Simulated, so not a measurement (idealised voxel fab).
Proc. module: voxel self aligned vias
FYI the section here is cut, 200 nm wide, cells are 5 nm squares.
A cross-section in this document is a grid of square cells, and it is written down as bands, the top band listed before the ones below it; a band is made up of one or more rows of cells. The band entry comprises the height of the band's top followed by the height of its bottom, expressed in nm, and subsequently the band's materials from left to right, each stated together with its width in nm. Where a single material is marked with the word "everywhere", that material fills the band from edge to edge. The word "air" represents empty space. Where do heights start? At 0: under that level the wafer as delivered is made of one material only. And the lowest band has no floor; it just carries on downward, as in "0 down". Quick explanation for "30->40": the width changes in equal steps down the rows of cells, from the first number in the band's top row to the second number in its bottom row. Where a step carries "nothing different", the cross-section came out of it unchanged, cell for cell. Entry "Fully sealed voids" = empty spaces >= 8 cells with no open way to the top; each as width x height at distance, distance from left edge, all nm. Text after the settings on a step's line: the simulator's own remark on that step. The "overlay nm" setting may appear on a step's line; for a step that uses a mask, it gives how far to the right of its planned position the mask lay, and a negative value indicates the left.

Process steps - plan:
1) RECEIVE,material Si
2) CONFORMAL_DEP,material SiO2,thk nm 15
3) CONFORMAL_DEP,material SiCN,thk nm 5
4) DIRECTIONAL_DEP,material lowk,thk nm 20
5) PATTERN,tone open,mask id LINES,material resist,width nm 20,pitch nm 45,thk nm 20,overlay nm 0
6) DIRECTIONAL_ETCH,etch materials lowk,depth nm 20
7) STRIP,etch materials resist
8) CONFORMAL_DEP,material TiN,thk nm 5
9) FILL_DEP,material Ru,thk nm 10
10) CMP,height nm 40
11) SELECTIVE_ETCH,etch materials W Ru TiN,depth nm 10
12) FILL_DEP,material SiN,thk nm 10
13) CMP,height nm 40
14) DIRECTIONAL_DEP,material lowk,thk nm 15
15) MASKED_ETCH,tone open,mask id VIAS,width nm 30,pitch nm 90,etch materials lowk,depth nm 15,overlay nm 0
16) MASKED_ETCH,tone open,mask id VIAS,width nm 30,pitch nm 90,etch materials SiN,depth nm 10,overlay nm 0
17) CONFORMAL_DEP,material TiN,thk nm 5
18) FILL_DEP,material Ru,thk nm 5
19) CMP,height nm 55
20) CONFORMAL_DEP,material SiN,thk nm 5

Cross-sectional view of the wafer in its as-received condition, corresponding to the state after step 1:
0 down | Si everywhere
Fully sealed voids: none

Post-module cross-section of the first of two wafers (run per plan):
60 to 55 | SiN everywhere
55 to 45 | 40 nm lowk, then 5 nm TiN, then 20 nm Ru, then 5 nm TiN, then 60 nm lowk, then 5 nm TiN, then 20 nm Ru, then 5 nm TiN, then 40 nm lowk
45 to 40 | 40 nm lowk, then 10 nm TiN, then 10 nm Ru, then 10 nm TiN, then 60 nm lowk, then 10 nm TiN, then 10 nm Ru, then 10 nm TiN, then 40 nm lowk
40 to 35 | 45 nm lowk, then 5 nm TiN, then 10 nm Ru, then 5 nm TiN, then 25 nm lowk, then 20 nm SiN, then 25 nm lowk, then 5 nm TiN, then 10 nm Ru, then 5 nm TiN, then 45 nm lowk
35 to 30 | 45 nm lowk, then 20 nm TiN, then 25 nm lowk, then 20 nm SiN, then 25 nm lowk, then 20 nm TiN, then 45 nm lowk
30 to 25 | 45 nm lowk, then 5 nm TiN, then 10 nm Ru, then 5 nm TiN, then 25 nm lowk, then 5 nm TiN, then 10 nm Ru, then 5 nm TiN, then 25 nm lowk, then 5 nm TiN, then 10 nm Ru, then 5 nm TiN, then 45 nm lowk
25 to 20 | 45 nm lowk, then 20 nm TiN, then 25 nm lowk, then 20 nm TiN, then 25 nm lowk, then 20 nm TiN, then 45 nm lowk
20 to 15 | SiCN everywhere
15 to 0 | SiO2 everywhere
0 down | Si everywhere
Fully sealed voids: none

Second wafer through the module, sectioned at the end: same beginning and same plan as the first wafer, with one mistake in carrying it out:
60 to 55 | SiN everywhere
55 to 45 | 40 nm lowk, then 5 nm TiN, then 20 nm Ru, then 5 nm TiN, then 60 nm lowk, then 5 nm TiN, then 20 nm Ru, then 5 nm TiN, then 40 nm lowk
45 to 40 | 40 nm lowk, then 30 nm TiN, then 60 nm lowk, then 30 nm TiN, then 40 nm lowk
40 to 30 | lowk everywhere
30 to 25 | 45 nm lowk, then 5 nm TiN, then 10 nm Ru, then 5 nm TiN, then 25 nm lowk, then 5 nm TiN, then 10 nm Ru, then 5 nm TiN, then 25 nm lowk, then 5 nm TiN, then 10 nm Ru, then 5 nm TiN, then 45 nm lowk
25 to 20 | 45 nm lowk, then 20 nm TiN, then 25 nm lowk, then 20 nm TiN, then 25 nm lowk, then 20 nm TiN, then 45 nm lowk
20 to 15 | SiCN everywhere
15 to 0 | SiO2 everywhere
0 down | Si everywhere
Fully sealed voids: none
Deviation noted in wafer processing: step 12 did not happen as planned, as run it was FILL_DEP,material lowk,thk nm 10
at the end the second wafer has, in cells: 8 fewer of Ru; 8 fewer of SiN; 8 fewer of TiN; 24 more of lowk
